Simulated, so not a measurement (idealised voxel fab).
You're looking at the process module voxel fin reveal.
Square cell edge 5 nm, section width 245 nm, ID cut.
This document writes a cross-section as a grid whose cells are square, and gives it as bands, listed from the top down; one or more rows of cells form a band. Heights first: top, then bottom, in nm. Then materials, left to right, each with a width in nm. "full width" on a single material: fills the band edge to edge. "blank": empty space. It should be noted that heights are counted from 0, beneath which the wafer as supplied is of one material throughout, and that the lowest band possesses no lower boundary but continues downward, as written in "top 0, no bottom". Width "30 to 40": first value at the band's top row of cells, second value at its bottom row, equal change from row to row. Where a step carries "no alterations made", the cross-section came out of it unchanged, cell for cell. You'll see "Completely enclosed voids" listing empty spaces that have no way open to the top, as long as they're 8 cells or more; the notation is width x height at distance, where the distance is from the left edge, and all of it is in nm. It should be noted that, on the line of a given step, the content following the step's settings is a remark produced by the simulator itself with respect to that step. The line of a step may include "overlay nm". On a step with a mask, this value is how far to the right of its planned place the mask lay. A negative value means the mask lay to the left.

LIST OF PLANNED PROCESS STEPS
1,RECEIVE | material Si
2,CONFORMAL_DEP | material SiN | thk nm 10
3,MASKED_ETCH | tone cover | mask id FINS | width nm 15 | pitch nm 40 | etch materials SiN | depth nm 10 | overlay nm 0
4,MASKED_ETCH | tone cover | mask id FINS | width nm 15 | pitch nm 40 | etch materials Si | depth nm 35 | overlay nm 0
5,OXIDIZE | depth nm 5
6,FILL_DEP | material SiO2 | thk nm 15
7,CMP | height nm 10
8,SELECTIVE_ETCH | etch materials SiO2 | depth nm 20
9,STRIP | etch materials SiN
10,CONFORMAL_DEP | material HfO2 | thk nm 5

CONCERNING THE FIRST OF TWO WAFERS, WHICH WAS RUN IN ACCORDANCE WITH THE PLAN

CROSS-SECTION OF THE WAFER UPON ARRIVAL, REPRESENTING THE STATE REACHED AFTER STEP 1
* top 0, no bottom | Si full width
* Completely enclosed voids: none

THE FOLLOWING CROSS-SECTION DEPICTS THE WAFER UPON COMPLETION OF STEP 2
* top 10, bottom 0 | SiN full width
* Nothing below the height 0 has changed.

THE FOLLOWING CROSS-SECTION DEPICTS THE WAFER UPON COMPLETION OF STEP 3
* top 10, bottom 0 | blank 55, SiN 15, blank 25, SiN 15, blank 25, SiN 15, blank 25, SiN 15, blank 55
* Nothing below the height 0 has changed.

THE FOLLOWING CROSS-SECTION DEPICTS THE WAFER UPON COMPLETION OF STEP 4
* top 10, bottom 0 | blank 55, SiN 15, blank 25, SiN 15, blank 25, SiN 15, blank 25, SiN 15, blank 55
* top 0, bottom -35 | blank 55, Si 15, blank 25, Si 15, blank 25, Si 15, blank 25, Si 15, blank 55
* Nothing below the height -35 has changed.

THE FOLLOWING CROSS-SECTION DEPICTS THE WAFER UPON COMPLETION OF STEP 5
* top 10, bottom 0 | blank 55, SiN 15, blank 25, SiN 15, blank 25, SiN 15, blank 25, SiN 15, blank 55
* top 0, bottom -35 | blank 55, SiO2 5, Si 5, SiO2 5, blank 25, SiO2 5, Si 5, SiO2 5, blank 25, SiO2 5, Si 5, SiO2 5, blank 25, SiO2 5, Si 5, SiO2 5, blank 55
* top -35, bottom -40 | SiO2 60, Si 5, SiO2 35, Si 5, SiO2 35, Si 5, SiO2 35, Si 5, SiO2 60
* Nothing below the height -40 has changed.

THE FOLLOWING CROSS-SECTION DEPICTS THE WAFER UPON COMPLETION OF STEP 6
* top 25, bottom 10 | SiO2 full width
* top 10, bottom 0 | SiO2 55, SiN 15, SiO2 25, SiN 15, SiO2 25, SiN 15, SiO2 25, SiN 15, SiO2 55
* top 0, bottom -40 | SiO2 60, Si 5, SiO2 35, Si 5, SiO2 35, Si 5, SiO2 35, Si 5, SiO2 60
* Nothing below the height -40 has changed.

THE FOLLOWING CROSS-SECTION DEPICTS THE WAFER UPON COMPLETION OF STEP 7
* top 10, bottom 0 | SiO2 55, SiN 15, SiO2 25, SiN 15, SiO2 25, SiN 15, SiO2 25, SiN 15, SiO2 55
* Nothing below the height 0 has changed.

THE FOLLOWING CROSS-SECTION DEPICTS THE WAFER UPON COMPLETION OF STEP 8
* top 10, bottom 0 | blank 55, SiN 15, blank 25, SiN 15, blank 25, SiN 15, blank 25, SiN 15, blank 55
* top 0, bottom -10 | blank 60, Si 5, blank 35, Si 5, blank 35, Si 5, blank 35, Si 5, blank 60
* Nothing below the height -10 has changed.

THE FOLLOWING CROSS-SECTION DEPICTS THE WAFER UPON COMPLETION OF STEP 9
* top 0, bottom -10 | blank 60, Si 5, blank 35, Si 5, blank 35, Si 5, blank 35, Si 5, blank 60
* Nothing below the height -10 has changed.

THE FOLLOWING CROSS-SECTION DEPICTS THE WAFER UPON COMPLETION OF STEP 10
* top 5, bottom 0 | blank 55, HfO2 15, blank 25, HfO2 15, blank 25, HfO2 15, blank 25, HfO2 15, blank 55
* top 0, bottom -5 | blank 55, HfO2 5, Si 5, HfO2 5, blank 25, HfO2 5, Si 5, HfO2 5, blank 25, HfO2 5, Si 5, HfO2 5, blank 25, HfO2 5, Si 5, HfO2 5, blank 55
* top -5, bottom -10 | HfO2 60, Si 5, HfO2 35, Si 5, HfO2 35, Si 5, HfO2 35, Si 5, HfO2 60
* Nothing below the height -10 has changed.

WAFER TWO: LIKE WAFER ONE IN START AND PLAN, BUT WITH ONE MISTAKE IN EXECUTION; IDENTICAL UP TO AND INCLUDING STEP 2

X-SECTION, SECOND WAFER, WHEN STEP 3 WAS DUE TO FINISH
* top 10, bottom 0 | blank 55, SiN 20, blank 20, SiN 20, blank 20, SiN 20, blank 20, SiN 20, blank 50
* Nothing below the height 0 has changed.

X-SECTION, SECOND WAFER, WHEN STEP 4 WAS DUE TO FINISH
* top 10, bottom 0 | blank 55, SiN 20, blank 20, SiN 20, blank 20, SiN 20, blank 20, SiN 20, blank 50
* top 0, bottom -35 | blank 55, Si 20, blank 20, Si 20, blank 20, Si 20, blank 20, Si 20, blank 50
* Nothing below the height -35 has changed.

X-SECTION, SECOND WAFER, WHEN STEP 5 WAS DUE TO FINISH
* top 10, bottom 0 | blank 55, SiN 20, blank 20, SiN 20, blank 20, SiN 20, blank 20, SiN 20, blank 50
* top 0, bottom -35 | blank 55, SiO2 5, Si 10, SiO2 5, blank 20, SiO2 5, Si 10, SiO2 5, blank 20, SiO2 5, Si 10, SiO2 5, blank 20, SiO2 5, Si 10, SiO2 5, blank 50
* top -35, bottom -40 | SiO2 60, Si 10, SiO2 30, Si 10, SiO2 30, Si 10, SiO2 30, Si 10, SiO2 55
* Nothing below the height -40 has changed.

X-SECTION, SECOND WAFER, WHEN STEP 6 WAS DUE TO FINISH
* top 25, bottom 10 | SiO2 full width
* top 10, bottom 0 | SiO2 55, SiN 20, SiO2 20, SiN 20, SiO2 20, SiN 20, SiO2 20, SiN 20, SiO2 50
* top 0, bottom -40 | SiO2 60, Si 10, SiO2 30, Si 10, SiO2 30, Si 10, SiO2 30, Si 10, SiO2 55
* Nothing below the height -40 has changed.

X-SECTION, SECOND WAFER, WHEN STEP 7 WAS DUE TO FINISH
* top 10, bottom 0 | SiO2 55, SiN 20, SiO2 20, SiN 20, SiO2 20, SiN 20, SiO2 20, SiN 20, SiO2 50
* Nothing below the height 0 has changed.

X-SECTION, SECOND WAFER, WHEN STEP 8 WAS DUE TO FINISH
* top 10, bottom 0 | blank 55, SiN 20, blank 20, SiN 20, blank 20, SiN 20, blank 20, SiN 20, blank 50
* top 0, bottom -10 | blank 60, Si 10, blank 30, Si 10, blank 30, Si 10, blank 30, Si 10, blank 55
* Nothing below the height -10 has changed.

X-SECTION, SECOND WAFER, WHEN STEP 9 WAS DUE TO FINISH
* top 0, bottom -10 | blank 60, Si 10, blank 30, Si 10, blank 30, Si 10, blank 30, Si 10, blank 55
* Nothing below the height -10 has changed.

X-SECTION, SECOND WAFER, WHEN STEP 10 WAS DUE TO FINISH
* top 5, bottom 0 | blank 55, HfO2 20, blank 20, HfO2 20, blank 20, HfO2 20, blank 20, HfO2 20, blank 50
* top 0, bottom -5 | blank 55, HfO2 5, Si 10, HfO2 5, blank 20, HfO2 5, Si 10, HfO2 5, blank 20, HfO2 5, Si 10, HfO2 5, blank 20, HfO2 5, Si 10, HfO2 5, blank 50
* top -5, bottom -10 | HfO2 60, Si 10, HfO2 30, Si 10, HfO2 30, Si 10, HfO2 30, Si 10, HfO2 55
* Nothing below the height -10 has changed.
what went wrong: step 3 ran with different settings than intended, the actual operation and settings being MASKED_ETCH | tone cover | mask id FINS | width nm 20 | pitch nm 40 | etch materials SiN | depth nm 10 | overlay nm 0
Count the cells at the end and the second wafer has more or fewer of some materials than the first: +32 Si | -24 SiO2
